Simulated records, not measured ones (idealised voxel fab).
Process module under the name voxel capacitor over wiring
The figure presents cross-section cut, which has a width of 180 nm and is divided into square cells with an edge length of 5 nm.
A cross-section is a grid of square cells, given in bands from the top down. A band is one or more rows of cells. Top, bottom (nm), then materials left to right with widths (nm); lone material tagged "throughout" fills the whole band edge to edge; "empty" = empty space. Counting heights begins at 0, where everything beneath is, in the wafer as received, one material. The lowest band has no bottom; it goes on downwards, as "z 0 and below" shows. The two numbers in a width such as "30..40" mark its ends across the band: the first belongs to the top row of cells, the second to the bottom row, and from each row to the next the width moves by the same amount. Any step labelled "identical to before" changed none of the cells in the cross-section. Each empty space that has no open way to the top and spans at least 8 cells appears under "Internal closed voids" as width x height at distance, the distance counted from the left edge, all in nm. Whatever follows a step's settings on its line is a remark the simulator itself makes about that step. On any step carrying a mask, the "overlay nm" setting, if present on the step's line, tells how far right of its planned place the mask lay; negative values point to the left.

The planned process steps are enumerated hereunder:
- 1: RECEIVE [material Si]
- 2: CONFORMAL_DEP [material SiO2] [thk nm 10]
- 3: DIRECTIONAL_DEP [material TiN] [thk nm 5]
- 4: DIRECTIONAL_DEP [material Ru] [thk nm 15]
- 5: PATTERN [tone cover] [mask id METAL_1] [material resist] [width nm 25] [pitch nm 85] [thk nm 20] [overlay nm 0]
- 6: DIRECTIONAL_ETCH [etch materials Ru] [depth nm 15]
- 7: DIRECTIONAL_ETCH [etch materials TiN] [depth nm 5]
- 8: STRIP [etch materials resist]
- 9: CONFORMAL_DEP [material SiCN] [thk nm 5]
- 10: FILL_DEP [material SiO2] [thk nm 10]
- 11: CMP [height nm 30]
- 12: CONFORMAL_DEP [material SiCN] [thk nm 5]
- 13: DIRECTIONAL_DEP [material SiO2] [thk nm 15]
- 14: DIRECTIONAL_DEP [material aC] [thk nm 10]
- 15: PATTERN [tone open] [mask id PLUG_1] [material resist] [width nm 15] [thk nm 25] [overlay nm 0]
- 16: DIRECTIONAL_ETCH [etch materials aC] [depth nm 10]
- 17: STRIP [etch materials resist]
- 18: DIRECTIONAL_ETCH [etch materials SiO2] [depth nm 15]
- 19: DIRECTIONAL_ETCH [etch materials SiCN] [depth nm 5]
- 20: STRIP [etch materials aC]
- 21: EPI [material Ru] [thk nm 10]
- 22: EPI [material Ru] [thk nm 10]
- 23: DIRECTIONAL_DEP [material TiN] [thk nm 10]
- 24: DIRECTIONAL_DEP [material SiN] [thk nm 5]
- 25: DIRECTIONAL_DEP [material TiN] [thk nm 5]
- 26: DIRECTIONAL_DEP [material aC] [thk nm 15]
- 27: PATTERN [tone cover] [mask id UPPER_PLATE] [material resist] [width nm 65] [thk nm 35] [overlay nm 0]
- 28: DIRECTIONAL_ETCH [etch materials aC] [depth nm 15]
- 29: STRIP [etch materials resist]
- 30: DIRECTIONAL_ETCH [etch materials TiN] [depth nm 5]
- 31: DIRECTIONAL_ETCH [etch materials SiN] [depth nm 5]
- 32: STRIP [etch materials aC]
- 33: PATTERN [tone cover] [mask id LOWER_PLATE] [material resist] [width nm 75] [thk nm 15] [overlay nm 0]
- 34: DIRECTIONAL_ETCH [etch materials TiN] [depth nm 10]
- 35: STRIP [etch materials resist]
- 36: FILL_DEP [material SiO2] [thk nm 15]
- 37: CMP [height nm 80]
- 38: MASKED_ETCH [tone open] [mask id PLUG_2] [width nm 15] [etch materials SiO2] [depth nm 10] [overlay nm -15]
- 39: CONFORMAL_DEP [material TiN] [thk nm 5]
- 40: FILL_DEP [material Cu] [thk nm 10]
- 41: CMP [height nm 80]
- 42: CONFORMAL_DEP [material SiN] [thk nm 5]
Variable across wafers: step 38 overlay nm (plan value is that of the first wafer; starting state common to all).

First wafer of several, as received: cross-section after step 1:
* z 0 and below: Si throughout
* Internal closed voids: none

Last step of the module is step 42; after it, the first of several wafers in cross-section:
* z 85 to 80: SiN throughout
* z 80 to 75: SiO2 40 nm, TiN 5 nm, Cu 5 nm, TiN 5 nm, SiO2 125 nm
* z 75 to 65: SiO2 40..45 nm, TiN 15..65 nm, SiO2 125..70 nm
* z 65 to 60: SiO2 45 nm, SiN 65 nm, SiO2 70 nm
* z 60 to 50: SiO2 40 nm, TiN 75 nm, SiO2 65 nm
* z 50 to 35: SiO2 45 nm, Ru 15 nm, SiO2 120 nm
* z 35 to 30: SiCN 45 nm, Ru 15 nm, SiCN 120 nm
* z 30 to 15: SiO2 30 nm, SiCN 5 nm, Ru 25 nm, SiCN 5 nm, SiO2 50 nm, SiCN 5 nm, Ru 25 nm, SiCN 5 nm, SiO2 30 nm
* z 15 to 10: SiCN 35 nm, TiN 25 nm, SiCN 60 nm, TiN 25 nm, SiCN 35 nm
* z 10 to 0: SiO2 throughout
* z 0 and below: Si throughout
* Internal closed voids: none

Wafer cross-section (last wafer, module end):
* z 85 to 80: SiN throughout
* z 80 to 75: SiO2 70 nm, TiN 5 nm, Cu 5 nm, TiN 5 nm, SiO2 95 nm
* z 75 to 65: SiO2 70..45 nm, TiN 15..65 nm, SiO2 95..70 nm
* z 65 to 60: SiO2 45 nm, SiN 65 nm, SiO2 70 nm
* z 60 to 50: SiO2 40 nm, TiN 75 nm, SiO2 65 nm
* z 50 to 35: SiO2 45 nm, Ru 15 nm, SiO2 120 nm
* z 35 to 30: SiCN 45 nm, Ru 15 nm, SiCN 120 nm
* z 30 to 15: SiO2 30 nm, SiCN 5 nm, Ru 25 nm, SiCN 5 nm, SiO2 50 nm, SiCN 5 nm, Ru 25 nm, SiCN 5 nm, SiO2 30 nm
* z 15 to 10: SiCN 35 nm, TiN 25 nm, SiCN 60 nm, TiN 25 nm, SiCN 35 nm
* z 10 to 0: SiO2 throughout
* z 0 and below: Si throughout
* Internal closed voids: none

Per wafer (row), end of module: delta in cells per material since receipt, (+) for gained, (-) for lost; closed voids after that:
overlay nm -15; +1 Cu; +42 Ru; +71 SiCN; +49 SiN; +391 SiO2; +58 TiN; Internal closed voids: none
overlay nm -10; +1 Cu; +42 Ru; +71 SiCN; +49 SiN; +391 SiO2; +58 TiN; Internal closed voids: none
overlay nm -5; +1 Cu; +42 Ru; +71 SiCN; +49 SiN; +391 SiO2; +58 TiN; Internal closed voids: none
overlay nm 0; +1 Cu; +42 Ru; +71 SiCN; +49 SiN; +391 SiO2; +58 TiN; Internal closed voids: none
overlay nm 5; +1 Cu; +42 Ru; +71 SiCN; +49 SiN; +391 SiO2; +58 TiN; Internal closed voids: none
overlay nm 10; +1 Cu; +42 Ru; +71 SiCN; +49 SiN; +391 SiO2; +58 TiN; Internal closed voids: none
overlay nm 15; +1 Cu; +42 Ru; +71 SiCN; +49 SiN; +391 SiO2; +58 TiN; Internal closed voids: none
